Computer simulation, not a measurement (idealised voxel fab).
Process module, titled voxel wiring stack
Displayed cross-section: cut, width of 210 nm, square cells sized 5 nm.
A cross-section is a grid of square cells, given in bands from the top down. A band is one or more rows of cells. The entry gives the band's vertical extent as a top height and a bottom height in nm, then its horizontal make-up as materials from left to right, each with a width in nm. "empty" stands for empty space; a single material marked "throughout" fills the band edge to edge. Note: height 0 marks the level under which the wafer is uniformly one material as received. Lowest band unbounded below, written "0..down". Width spec "30 to 40" -> top row of cells at first value, bottom row at second value, equal per-row change in between. A step reported as "no change occurred" is a step in which no cell of the cross-section changed. "Enclosed cavities" contains a list of empty spaces, each no smaller than 8 cells and without an open way to the top, written in the form width x height at distance with the distance from the left edge and all three in nm. Read whatever lies past the settings on a step's line as the simulator's own remark about the step. If you see "overlay nm" on a step's line and that step has a mask, it's telling you how far right of where it was planned the mask ended up; a negative number means it went left instead.

### Steps in the process plan
1) op RECEIVE | material Si
2) op CONFORMAL_DEP | material SiO2 | thk nm 10
3) op DIRECTIONAL_DEP | material TiN | thk nm 5
4) op DIRECTIONAL_DEP | material W | thk nm 25
5) op DIRECTIONAL_DEP | material aC | thk nm 15
6) op PATTERN | tone cover | mask id METAL_1 | material resist | width nm 20 | pitch nm 45 | thk nm 35 | overlay nm 0
7) op DIRECTIONAL_ETCH | etch materials aC | depth nm 15
8) op STRIP | etch materials resist
9) op DIRECTIONAL_ETCH | etch materials W | depth nm 25
10) op DIRECTIONAL_ETCH | etch materials TiN | depth nm 5
11) op STRIP | etch materials aC
12) op CONFORMAL_DEP | material SiN | thk nm 5
13) op FILL_DEP | material lowk | thk nm 5
14) op CMP | height nm 40
15) op CONFORMAL_DEP | material SiCN | thk nm 5
16) op DIRECTIONAL_DEP | material lowk | thk nm 15
17) op MASKED_ETCH | tone open | mask id PLUG_1 | width nm 15 | pitch nm 45 | etch materials lowk | depth nm 15 | overlay nm 0
18) op MASKED_ETCH | tone open | mask id PLUG_1 | width nm 15 | pitch nm 45 | etch materials SiCN | depth nm 5 | overlay nm 0
19) op CONFORMAL_DEP | material TiN | thk nm 5
20) op FILL_DEP | material Ru | thk nm 5
21) op CMP | height nm 60
22) op DIRECTIONAL_DEP | material TiN | thk nm 5
23) op DIRECTIONAL_DEP | material W | thk nm 20
24) op PATTERN | tone cover | mask id METAL_2 | material resist | width nm 20 | pitch nm 45 | thk nm 15 | overlay nm 0
25) op DIRECTIONAL_ETCH | etch materials W | depth nm 20
26) op DIRECTIONAL_ETCH | etch materials TiN | depth nm 5
27) op STRIP | etch materials resist
28) op CONFORMAL_DEP | material SiN | thk nm 5
29) op FILL_DEP | material SiO2 | thk nm 5
30) op CMP | height nm 85
31) op CONFORMAL_DEP | material SiN | thk nm 5

### So, the first of our two wafers, run just as we planned it

### As received (post step 1): cross-section
* 0..down: Si throughout
* Enclosed cavities: none

### After step 2: wafer cross-section
* 10..0: SiO2 throughout
* Below a height of 0, the structure has not been altered.

### After step 3: wafer cross-section
* 15..10: TiN throughout
* Below a height of 10, the structure has not been altered.

### After step 4: wafer cross-section
* 40..15: W throughout
* Below a height of 15, the structure has not been altered.

### After step 5: wafer cross-section
* 55..40: aC throughout
* Below a height of 40, the structure has not been altered.

### After step 6: wafer cross-section
* 90..55: empty 25 nm | resist 20 nm | empty 25 nm | resist 20 nm | empty 25 nm | resist 20 nm | empty 25 nm | resist 20 nm | empty 30 nm
* Below a height of 55, the structure has not been altered.

### After step 7: wafer cross-section
* 75..55: empty 25 nm | resist 20 nm | empty 25 nm | resist 20 nm | empty 25 nm | resist 20 nm | empty 25 nm | resist 20 nm | empty 30 nm
* 55..40: empty 25 nm | aC 20 nm | empty 25 nm | aC 20 nm | empty 25 nm | aC 20 nm | empty 25 nm | aC 20 nm | empty 30 nm
* Below a height of 40, the structure has not been altered.

### After step 8: wafer cross-section
* 55..40: empty 25 nm | aC 20 nm | empty 25 nm | aC 20 nm | empty 25 nm | aC 20 nm | empty 25 nm | aC 20 nm | empty 30 nm
* Below a height of 40, the structure has not been altered.

### After step 9: wafer cross-section
* 55..40: empty 25 nm | aC 20 nm | empty 25 nm | aC 20 nm | empty 25 nm | aC 20 nm | empty 25 nm | aC 20 nm | empty 30 nm
* 40..15: empty 25 nm | W 20 nm | empty 25 nm | W 20 nm | empty 25 nm | W 20 nm | empty 25 nm | W 20 nm | empty 30 nm
* Below a height of 15, the structure has not been altered.

### After step 10: wafer cross-section
* 55..40: empty 25 nm | aC 20 nm | empty 25 nm | aC 20 nm | empty 25 nm | aC 20 nm | empty 25 nm | aC 20 nm | empty 30 nm
* 40..15: empty 25 nm | W 20 nm | empty 25 nm | W 20 nm | empty 25 nm | W 20 nm | empty 25 nm | W 20 nm | empty 30 nm
* 15..10: empty 25 nm | TiN 20 nm | empty 25 nm | TiN 20 nm | empty 25 nm | TiN 20 nm | empty 25 nm | TiN 20 nm | empty 30 nm
* Below a height of 10, the structure has not been altered.

### After step 11: wafer cross-section
* 40..15: empty 25 nm | W 20 nm | empty 25 nm | W 20 nm | empty 25 nm | W 20 nm | empty 25 nm | W 20 nm | empty 30 nm
* Below a height of 15, the structure has not been altered.

### After step 12: wafer cross-section
* 45..40: empty 20 nm | SiN 30 nm | empty 15 nm | SiN 30 nm | empty 15 nm | SiN 30 nm | empty 15 nm | SiN 30 nm | empty 25 nm
* 40..15: empty 20 nm | SiN 5 nm | W 20 nm | SiN 5 nm | empty 15 nm | SiN 5 nm | W 20 nm | SiN 5 nm | empty 15 nm | SiN 5 nm | W 20 nm | SiN 5 nm | empty 15 nm | SiN 5 nm | W 20 nm | SiN 5 nm | empty 25 nm
* 15..10: SiN 25 nm | TiN 20 nm | SiN 25 nm | TiN 20 nm | SiN 25 nm | TiN 20 nm | SiN 25 nm | TiN 20 nm | SiN 30 nm
* Below a height of 10, the structure has not been altered.

### After step 13: wafer cross-section
* 50..45: lowk throughout
* 45..40: lowk 20 nm | SiN 30 nm | lowk 15 nm | SiN 30 nm | lowk 15 nm | SiN 30 nm | lowk 15 nm | SiN 30 nm | lowk 25 nm
* 40..15: lowk 20 nm | SiN 5 nm | W 20 nm | SiN 5 nm | lowk 15 nm | SiN 5 nm | W 20 nm | SiN 5 nm | lowk 15 nm | SiN 5 nm | W 20 nm | SiN 5 nm | lowk 15 nm | SiN 5 nm | W 20 nm | SiN 5 nm | lowk 25 nm
* Below a height of 15, the structure has not been altered.

### After step 14: wafer cross-section
* 40..15: lowk 20 nm | SiN 5 nm | W 20 nm | SiN 5 nm | lowk 15 nm | SiN 5 nm | W 20 nm | SiN 5 nm | lowk 15 nm | SiN 5 nm | W 20 nm | SiN 5 nm | lowk 15 nm | SiN 5 nm | W 20 nm | SiN 5 nm | lowk 25 nm
* Below a height of 15, the structure has not been altered.

### After step 15: wafer cross-section
* 45..40: SiCN throughout
* Below a height of 40, the structure has not been altered.

### After step 16: wafer cross-section
* 60..45: lowk throughout
* Below a height of 45, the structure has not been altered.

### After step 17: wafer cross-section
* 60..45: lowk 25 nm | empty 15 nm | lowk 30 nm | empty 15 nm | lowk 30 nm | empty 15 nm | lowk 30 nm | empty 15 nm | lowk 35 nm
* Below a height of 45, the structure has not been altered.

### After step 18: wafer cross-section
* 60..45: lowk 25 nm | empty 15 nm | lowk 30 nm | empty 15 nm | lowk 30 nm | empty 15 nm | lowk 30 nm | empty 15 nm | lowk 35 nm
* 45..40: SiCN 25 nm | empty 15 nm | SiCN 30 nm | empty 15 nm | SiCN 30 nm | empty 15 nm | SiCN 30 nm | empty 15 nm | SiCN 35 nm
* Below a height of 40, the structure has not been altered.

### After step 19: wafer cross-section
* 65..60: TiN 30 nm | empty 5 nm | TiN 40 nm | empty 5 nm | TiN 40 nm | empty 5 nm | TiN 40 nm | empty 5 nm | TiN 40 nm
* 60..45: lowk 25 nm | TiN 5 nm | empty 5 nm | TiN 5 nm | lowk 30 nm | TiN 5 nm | empty 5 nm | TiN 5 nm | lowk 30 nm | TiN 5 nm | empty 5 nm | TiN 5 nm | lowk 30 nm | TiN 5 nm | empty 5 nm | TiN 5 nm | lowk 35 nm
* 45..40: SiCN 25 nm | TiN 15 nm | SiCN 30 nm | TiN 15 nm | SiCN 30 nm | TiN 15 nm | SiCN 30 nm | TiN 15 nm | SiCN 35 nm
* Below a height of 40, the structure has not been altered.

### After step 20: wafer cross-section
* 70..65: Ru throughout
* 65..60: TiN 30 nm | Ru 5 nm | TiN 40 nm | Ru 5 nm | TiN 40 nm | Ru 5 nm | TiN 40 nm | Ru 5 nm | TiN 40 nm
* 60..45: lowk 25 nm | TiN 5 nm | Ru 5 nm | TiN 5 nm | lowk 30 nm | TiN 5 nm | Ru 5 nm | TiN 5 nm | lowk 30 nm | TiN 5 nm | Ru 5 nm | TiN 5 nm | lowk 30 nm | TiN 5 nm | Ru 5 nm | TiN 5 nm | lowk 35 nm
* Below a height of 45, the structure has not been altered.

### After step 21: wafer cross-section
* 60..45: lowk 25 nm | TiN 5 nm | Ru 5 nm | TiN 5 nm | lowk 30 nm | TiN 5 nm | Ru 5 nm | TiN 5 nm | lowk 30 nm | TiN 5 nm | Ru 5 nm | TiN 5 nm | lowk 30 nm | TiN 5 nm | Ru 5 nm | TiN 5 nm | lowk 35 nm
* Below a height of 45, the structure has not been altered.

### After step 22: wafer cross-section
* 65..60: TiN throughout
* Below a height of 60, the structure has not been altered.

### After step 23: wafer cross-section
* 85..65: W throughout
* Below a height of 65, the structure has not been altered.

### After step 24: wafer cross-section
* 100..85: empty 25 nm | resist 20 nm | empty 25 nm | resist 20 nm | empty 25 nm | resist 20 nm | empty 25 nm | resist 20 nm | empty 30 nm
* Below a height of 85, the structure has not been altered.

### After step 25: wafer cross-section
* 100..85: empty 25 nm | resist 20 nm | empty 25 nm | resist 20 nm | empty 25 nm | resist 20 nm | empty 25 nm | resist 20 nm | empty 30 nm
* 85..65: empty 25 nm | W 20 nm | empty 25 nm | W 20 nm | empty 25 nm | W 20 nm | empty 25 nm | W 20 nm | empty 30 nm
* Below a height of 65, the structure has not been altered.

### After step 26: wafer cross-section
* 100..85: empty 25 nm | resist 20 nm | empty 25 nm | resist 20 nm | empty 25 nm | resist 20 nm | empty 25 nm | resist 20 nm | empty 30 nm
* 85..65: empty 25 nm | W 20 nm | empty 25 nm | W 20 nm | empty 25 nm | W 20 nm | empty 25 nm | W 20 nm | empty 30 nm
* 65..60: empty 25 nm | TiN 20 nm | empty 25 nm | TiN 20 nm | empty 25 nm | TiN 20 nm | empty 25 nm | TiN 20 nm | empty 30 nm
* Below a height of 60, the structure has not been altered.

### After step 27: wafer cross-section
* 85..65: empty 25 nm | W 20 nm | empty 25 nm | W 20 nm | empty 25 nm | W 20 nm | empty 25 nm | W 20 nm | empty 30 nm
* Below a height of 65, the structure has not been altered.

### After step 28: wafer cross-section
* 90..85: empty 20 nm | SiN 30 nm | empty 15 nm | SiN 30 nm | empty 15 nm | SiN 30 nm | empty 15 nm | SiN 30 nm | empty 25 nm
* 85..65: empty 20 nm | SiN 5 nm | W 20 nm | SiN 5 nm | empty 15 nm | SiN 5 nm | W 20 nm | SiN 5 nm | empty 15 nm | SiN 5 nm | W 20 nm | SiN 5 nm | empty 15 nm | SiN 5 nm | W 20 nm | SiN 5 nm | empty 25 nm
* 65..60: SiN 25 nm | TiN 20 nm | SiN 25 nm | TiN 20 nm | SiN 25 nm | TiN 20 nm | SiN 25 nm | TiN 20 nm | SiN 30 nm
* Below a height of 60, the structure has not been altered.

### After step 29: wafer cross-section
* 95..90: SiO2 throughout
* 90..85: SiO2 20 nm | SiN 30 nm | SiO2 15 nm | SiN 30 nm | SiO2 15 nm | SiN 30 nm | SiO2 15 nm | SiN 30 nm | SiO2 25 nm
* 85..65: SiO2 20 nm | SiN 5 nm | W 20 nm | SiN 5 nm | SiO2 15 nm | SiN 5 nm | W 20 nm | SiN 5 nm | SiO2 15 nm | SiN 5 nm | W 20 nm | SiN 5 nm | SiO2 15 nm | SiN 5 nm | W 20 nm | SiN 5 nm | SiO2 25 nm
* Below a height of 65, the structure has not been altered.

### After step 30: wafer cross-section
* 85..65: SiO2 20 nm | SiN 5 nm | W 20 nm | SiN 5 nm | SiO2 15 nm | SiN 5 nm | W 20 nm | SiN 5 nm | SiO2 15 nm | SiN 5 nm | W 20 nm | SiN 5 nm | SiO2 15 nm | SiN 5 nm | W 20 nm | SiN 5 nm | SiO2 25 nm
* Below a height of 65, the structure has not been altered.

### After step 31: wafer cross-section
* 90..85: SiN throughout
* Below a height of 85, the structure has not been altered.

### The second wafer was prepared from the same starting point and under the same plan as the first; its processing contained one mistake, and it remains indistinguishable from the first wafer up to and including step 27

### Cross-section of the second wafer at the time step 28 of the plan should have ended
* 90..85: empty 20 nm | TiN 30 nm | empty 15 nm | TiN 30 nm | empty 15 nm | TiN 30 nm | empty 15 nm | TiN 30 nm | empty 25 nm
* 85..65: empty 20 nm | TiN 5 nm | W 20 nm | TiN 5 nm | empty 15 nm | TiN 5 nm | W 20 nm | TiN 5 nm | empty 15 nm | TiN 5 nm | W 20 nm | TiN 5 nm | empty 15 nm | TiN 5 nm | W 20 nm | TiN 5 nm | empty 25 nm
* 65..60: TiN throughout
* Below a height of 60, the structure has not been altered.

### Cross-section of the second wafer at the time step 29 of the plan should have ended
* 95..90: SiO2 throughout
* 90..85: SiO2 20 nm | TiN 30 nm | SiO2 15 nm | TiN 30 nm | SiO2 15 nm | TiN 30 nm | SiO2 15 nm | TiN 30 nm | SiO2 25 nm
* 85..65: SiO2 20 nm | TiN 5 nm | W 20 nm | TiN 5 nm | SiO2 15 nm | TiN 5 nm | W 20 nm | TiN 5 nm | SiO2 15 nm | TiN 5 nm | W 20 nm | TiN 5 nm | SiO2 15 nm | TiN 5 nm | W 20 nm | TiN 5 nm | SiO2 25 nm
* Below a height of 65, the structure has not been altered.

### Cross-section of the second wafer at the time step 30 of the plan should have ended
* 85..65: SiO2 20 nm | TiN 5 nm | W 20 nm | TiN 5 nm | SiO2 15 nm | TiN 5 nm | W 20 nm | TiN 5 nm | SiO2 15 nm | TiN 5 nm | W 20 nm | TiN 5 nm | SiO2 15 nm | TiN 5 nm | W 20 nm | TiN 5 nm | SiO2 25 nm
* Below a height of 65, the structure has not been altered.

### Cross-section of the second wafer at the time step 31 of the plan should have ended
* 90..85: SiN throughout
* Below a height of 85, the structure has not been altered.
What was the processing mistake? the process deviated at step 28: the operation and settings actually run there were op CONFORMAL_DEP | material TiN | thk nm 5
End check, counted in cells, second wafer has more or fewer of these materials than the first: 58 fewer of SiN; 58 more of TiN
